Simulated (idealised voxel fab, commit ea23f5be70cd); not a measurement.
This section sets out a process module, namely voxel self aligned contacts.
Cross-section cut spans 250 nm and uses square cells 5 nm in size.
Reading order for cross-sections: top band down to bottom band. Underlying form: a grid of square cells. Band size: one or more rows of cells.
It is stipulated that each band's entry specify, in nanometres, the height of the top of the band and then that of its bottom, followed by the materials of the band in left-to-right sequence, each together with its width in nanometres. A single material marked by the word "edge to edge" is understood to fill the band from edge to edge; the word "blank" is understood to denote empty space.
For the purposes of this specification, 0 denotes the height below which the wafer in its as-received condition is composed wholly of one material, and the lowermost band, lacking a lower limit, extends downward without end, as expressed in "from 0 down".
Think of "30 to 40" as a width that walks from the first number to the second as you go down the band, top row to bottom row, taking equal-sized steps from row to row.
No cell of the cross-section changed in a step that is given as "stayed the same".
The list in "Fully sealed voids" covers empty spaces of 8 cells or more that cannot reach the top through any open way, and it gives each as width x height at distance; the distance is from the left edge, and width, height and distance are in nm.
It should be noted that, on the line of a given step, the content following the step's settings is a remark produced by the simulator itself with respect to that step.
Steps that use a mask can have "overlay nm" on their line. It says how far the mask sat to the right of where it was meant to be. Negative means to the left.
## Set out below are the planned steps of the process
| 1 | RECEIVE, material Si |
| 2 | OXIDIZE, depth nm 5 |
| 3 | DIRECTIONAL_DEP, material polySi, thk nm 30 |
| 4 | DIRECTIONAL_DEP, material SiN, thk nm 20 |
| 5 | DIRECTIONAL_DEP, material aC, thk nm 15 |
| 6 | PATTERN, tone cover, mask id GATE, material resist, width nm 35, pitch nm 65, thk nm 30, overlay nm 0 |
| 7 | DIRECTIONAL_ETCH, etch materials aC, depth nm 15 |
| 8 | STRIP, etch materials resist |
| 9 | DIRECTIONAL_ETCH, etch materials SiN, depth nm 20 |
| 10 | DIRECTIONAL_ETCH, etch materials polySi, depth nm 30 |
| 11 | STRIP, etch materials aC |
| 12 | CONFORMAL_DEP, material SiN, thk nm 5 |
| 13 | DIRECTIONAL_ETCH, etch materials SiN, depth nm 5 |
| 14 | FILL_DEP, material SiO2, thk nm 20 |
| 15 | CMP, height nm 60 |
| 16 | DIRECTIONAL_DEP, material aC, thk nm 15 |
| 17 | PATTERN, tone open, mask id CONTACT, material resist, width nm 40, pitch nm 65, thk nm 30, overlay nm 0 |
| 18 | DIRECTIONAL_ETCH, etch materials aC, depth nm 15 |
| 19 | STRIP, etch materials resist |
| 20 | DIRECTIONAL_ETCH, etch materials SiO2, depth nm 65 |
| 21 | STRIP, etch materials aC |
| 22 | CONFORMAL_DEP, material TiN, thk nm 5 |
| 23 | FILL_DEP, material Ru, thk nm 5 |
| 24 | CMP, height nm 60 |
| 25 | CONFORMAL_DEP, material SiCN, thk nm 5 |
## Wafer, first of two, run as planned
## Cross-section of the wafer as it came to us, i.e., already through step 1
	from 0 down | Si edge to edge
	Fully sealed voids: none
## Cross-section: wafer state after step 2
	from 0 to -5 | SiO2 edge to edge
	Anything lower than -5 is untouched.
## Cross-section: wafer state after step 3
	from 30 to 0 | polySi edge to edge
	Anything lower than 0 is untouched.
## Cross-section: wafer state after step 4
	from 50 to 30 | SiN edge to edge
	Anything lower than 30 is untouched.
## Cross-section: wafer state after step 5
	from 65 to 50 | aC edge to edge
	Anything lower than 50 is untouched.
## Cross-section: wafer state after step 6
	from 95 to 65 | blank 40  resist 35  blank 30  resist 35  blank 30  resist 35  blank 45
	Anything lower than 65 is untouched.
## Cross-section: wafer state after step 7
	from 80 to 65 | blank 40  resist 35  blank 30  resist 35  blank 30  resist 35  blank 45
	from 65 to 50 | blank 40  aC 35  blank 30  aC 35  blank 30  aC 35  blank 45
	Anything lower than 50 is untouched.
## Cross-section: wafer state after step 8
	from 65 to 50 | blank 40  aC 35  blank 30  aC 35  blank 30  aC 35  blank 45
	Anything lower than 50 is untouched.
## Cross-section: wafer state after step 9
	from 65 to 50 | blank 40  aC 35  blank 30  aC 35  blank 30  aC 35  blank 45
	from 50 to 30 | blank 40  SiN 35  blank 30  SiN 35  blank 30  SiN 35  blank 45
	Anything lower than 30 is untouched.
## Cross-section: wafer state after step 10
	from 65 to 50 | blank 40  aC 35  blank 30  aC 35  blank 30  aC 35  blank 45
	from 50 to 30 | blank 40  SiN 35  blank 30  SiN 35  blank 30  SiN 35  blank 45
	from 30 to 0 | blank 40  polySi 35  blank 30  polySi 35  blank 30  polySi 35  blank 45
	Anything lower than 0 is untouched.
## Cross-section: wafer state after step 11
	from 50 to 30 | blank 40  SiN 35  blank 30  SiN 35  blank 30  SiN 35  blank 45
	Anything lower than 30 is untouched.
## Cross-section: wafer state after step 12
	from 55 to 30 | blank 35  SiN 45  blank 20  SiN 45  blank 20  SiN 45  blank 40
	from 30 to 5 | blank 35  SiN 5  polySi 35  SiN 5  blank 20  SiN 5  polySi 35  SiN 5  blank 20  SiN 5  polySi 35  SiN 5  blank 40
	from 5 to 0 | SiN 40  polySi 35  SiN 30  polySi 35  SiN 30  polySi 35  SiN 45
	Anything lower than 0 is untouched.
## Cross-section: wafer state after step 13
	from 50 to 30 | blank 35  SiN 45  blank 20  SiN 45  blank 20  SiN 45  blank 40
	from 30 to 0 | blank 35  SiN 5  polySi 35  SiN 5  blank 20  SiN 5  polySi 35  SiN 5  blank 20  SiN 5  polySi 35  SiN 5  blank 40
	Anything lower than 0 is untouched.
## Cross-section: wafer state after step 14
	from 70 to 50 | SiO2 edge to edge
	from 50 to 30 | SiO2 35  SiN 45  SiO2 20  SiN 45  SiO2 20  SiN 45  SiO2 40
	from 30 to 0 | SiO2 35  SiN 5  polySi 35  SiN 5  SiO2 20  SiN 5  polySi 35  SiN 5  SiO2 20  SiN 5  polySi 35  SiN 5  SiO2 40
	Anything lower than 0 is untouched.
## Cross-section: wafer state after step 15
	from 60 to 50 | SiO2 edge to edge
	Anything lower than 50 is untouched.
## Cross-section: wafer state after step 16
	from 75 to 60 | aC edge to edge
	Anything lower than 60 is untouched.
## Cross-section: wafer state after step 17
	from 105 to 75 | resist 70  blank 40  resist 25  blank 40  resist 75
	Anything lower than 75 is untouched.
## Cross-section: wafer state after step 18
	from 90 to 75 | resist 70  blank 40  resist 25  blank 40  resist 75
	from 75 to 60 | aC 70  blank 40  aC 25  blank 40  aC 75
	Anything lower than 60 is untouched.
## Cross-section: wafer state after step 19
	from 75 to 60 | aC 70  blank 40  aC 25  blank 40  aC 75
	Anything lower than 60 is untouched.
## Cross-section: wafer state after step 20
	from 75 to 60 | aC 70  blank 40  aC 25  blank 40  aC 75
	from 60 to 50 | SiO2 70  blank 40  SiO2 25  blank 40  SiO2 75
	from 50 to 30 | SiO2 35  SiN 45  blank 20  SiN 45  blank 20  SiN 45  SiO2 40
	from 30 to 0 | SiO2 35  SiN 5  polySi 35  SiN 5  blank 20  SiN 5  polySi 35  SiN 5  blank 20  SiN 5  polySi 35  SiN 5  SiO2 40
	from 0 to -5 | SiO2 80  blank 20  SiO2 45  blank 20  SiO2 85
	Anything lower than -5 is untouched.
## Cross-section: wafer state after step 21
	from 60 to 50 | SiO2 70  blank 40  SiO2 25  blank 40  SiO2 75
	Anything lower than 50 is untouched.
## Cross-section: wafer state after step 22
	from 65 to 60 | TiN 75  blank 30  TiN 35  blank 30  TiN 80
	from 60 to 50 | SiO2 70  TiN 5 to 15  blank 30 to 10  TiN 5 to 15  SiO2 25  TiN 5 to 15  blank 30 to 10  TiN 5 to 15  SiO2 75
	from 50 to 30 | SiO2 35  SiN 45  TiN 5  blank 10  TiN 5  SiN 45  TiN 5  blank 10  TiN 5  SiN 45  SiO2 40
	from 30 to 0 | SiO2 35  SiN 5  polySi 35  SiN 5  TiN 5  blank 10  TiN 5  SiN 5  polySi 35  SiN 5  TiN 5  blank 10  TiN 5  SiN 5  polySi 35  SiN 5  SiO2 40
	from 0 to -5 | SiO2 80  TiN 20  SiO2 45  TiN 20  SiO2 85
	Anything lower than -5 is untouched.
## Cross-section: wafer state after step 23
	from 70 to 65 | Ru edge to edge
	from 65 to 60 | TiN 75  Ru 30  TiN 35  Ru 30  TiN 80
	from 60 to 50 | SiO2 70  TiN 5 to 15  Ru 30 to 10  TiN 5 to 15  SiO2 25  TiN 5 to 15  Ru 30 to 10  TiN 5 to 15  SiO2 75
	from 50 to 30 | SiO2 35  SiN 45  TiN 5  Ru 10  TiN 5  SiN 45  TiN 5  Ru 10  TiN 5  SiN 45  SiO2 40
	from 30 to 0 | SiO2 35  SiN 5  polySi 35  SiN 5  TiN 5  Ru 10  TiN 5  SiN 5  polySi 35  SiN 5  TiN 5  Ru 10  TiN 5  SiN 5  polySi 35  SiN 5  SiO2 40
	Anything lower than 0 is untouched.
## Cross-section: wafer state after step 24
	from 60 to 50 | SiO2 70  TiN 5 to 15  Ru 30 to 10  TiN 5 to 15  SiO2 25  TiN 5 to 15  Ru 30 to 10  TiN 5 to 15  SiO2 75
	Anything lower than 50 is untouched.
## Cross-section: wafer state after step 25
	from 65 to 60 | SiCN edge to edge
	Anything lower than 60 is untouched.
## Second Wafer (Identical Start and Plan, One Processing Error; Matches First Wafer Through Step 4)
## Cross-sectional view of the second wafer at the intended end time of process step 5
	from 65 to 30 | SiN edge to edge
	Anything lower than 30 is untouched.
## Cross-sectional view of the second wafer at the intended end time of process step 6
	from 95 to 65 | blank 40  resist 35  blank 30  resist 35  blank 30  resist 35  blank 45
	Anything lower than 65 is untouched.
## Cross-sectional view of the second wafer at the intended end time of process step 7
	from 80 to 65 | blank 40  resist 35  blank 30  resist 35  blank 30  resist 35  blank 45
	Anything lower than 65 is untouched.
## Cross-sectional view of the second wafer at the intended end time of process step 8
	from 65 to 30 | SiN edge to edge
	Anything lower than 30 is untouched.
## Cross-sectional view of the second wafer at the intended end time of process step 9
	from 45 to 30 | SiN edge to edge
	Anything lower than 30 is untouched.
Cross-sectional view of the second wafer at the intended end time of process step 10: stayed the same
Cross-sectional view of the second wafer at the intended end time of process step 11: stayed the same
## Cross-sectional view of the second wafer at the intended end time of process step 12
	from 50 to 30 | SiN edge to edge
	Anything lower than 30 is untouched.
## Cross-sectional view of the second wafer at the intended end time of process step 13
	from 45 to 30 | SiN edge to edge
	Anything lower than 30 is untouched.
## Cross-sectional view of the second wafer at the intended end time of process step 14
	from 65 to 45 | SiO2 edge to edge
	Anything lower than 45 is untouched.
## Cross-sectional view of the second wafer at the intended end time of process step 15
	from 60 to 45 | SiO2 edge to edge
	Anything lower than 45 is untouched.
## Cross-sectional view of the second wafer at the intended end time of process step 16
	from 75 to 60 | aC edge to edge
	Anything lower than 60 is untouched.
## Cross-sectional view of the second wafer at the intended end time of process step 17
	from 105 to 75 | resist 70  blank 40  resist 25  blank 40  resist 75
	Anything lower than 75 is untouched.
## Cross-sectional view of the second wafer at the intended end time of process step 18
	from 90 to 75 | resist 70  blank 40  resist 25  blank 40  resist 75
	from 75 to 60 | aC 70  blank 40  aC 25  blank 40  aC 75
	Anything lower than 60 is untouched.
## Cross-sectional view of the second wafer at the intended end time of process step 19
	from 75 to 60 | aC 70  blank 40  aC 25  blank 40  aC 75
	Anything lower than 60 is untouched.
## Cross-sectional view of the second wafer at the intended end time of process step 20
	from 75 to 60 | aC 70  blank 40  aC 25  blank 40  aC 75
	from 60 to 45 | SiO2 70  blank 40  SiO2 25  blank 40  SiO2 75
	Anything lower than 45 is untouched.
## Cross-sectional view of the second wafer at the intended end time of process step 21
	from 60 to 45 | SiO2 70  blank 40  SiO2 25  blank 40  SiO2 75
	Anything lower than 45 is untouched.
## Cross-sectional view of the second wafer at the intended end time of process step 22
	from 65 to 60 | TiN 75  blank 30  TiN 35  blank 30  TiN 80
	from 60 to 50 | SiO2 70  TiN 5  blank 30  TiN 5  SiO2 25  TiN 5  blank 30  TiN 5  SiO2 75
	from 50 to 45 | SiO2 70  TiN 40  SiO2 25  TiN 40  SiO2 75
	Anything lower than 45 is untouched.
## Cross-sectional view of the second wafer at the intended end time of process step 23
	from 70 to 65 | Ru edge to edge
	from 65 to 60 | TiN 75  Ru 30  TiN 35  Ru 30  TiN 80
	from 60 to 50 | SiO2 70  TiN 5  Ru 30  TiN 5  SiO2 25  TiN 5  Ru 30  TiN 5  SiO2 75
	Anything lower than 50 is untouched.
## Cross-sectional view of the second wafer at the intended end time of process step 24
	from 60 to 50 | SiO2 70  TiN 5  Ru 30  TiN 5  SiO2 25  TiN 5  Ru 30  TiN 5  SiO2 75
	Anything lower than 50 is untouched.
## Cross-sectional view of the second wafer at the intended end time of process step 25
	from 65 to 60 | SiCN edge to edge
	Anything lower than 60 is untouched.
Here's what went sideways: contrary to plan, step 5 was performed as DIRECTIONAL_DEP, material SiN, thk nm 15
Wrapping up, a cell-based count of both wafers puts the second over or under the first for these materials: 32 fewer of Ru, 6 more of SiN, 108 fewer of SiO2, 40 fewer of TiN, 174 more of polySi
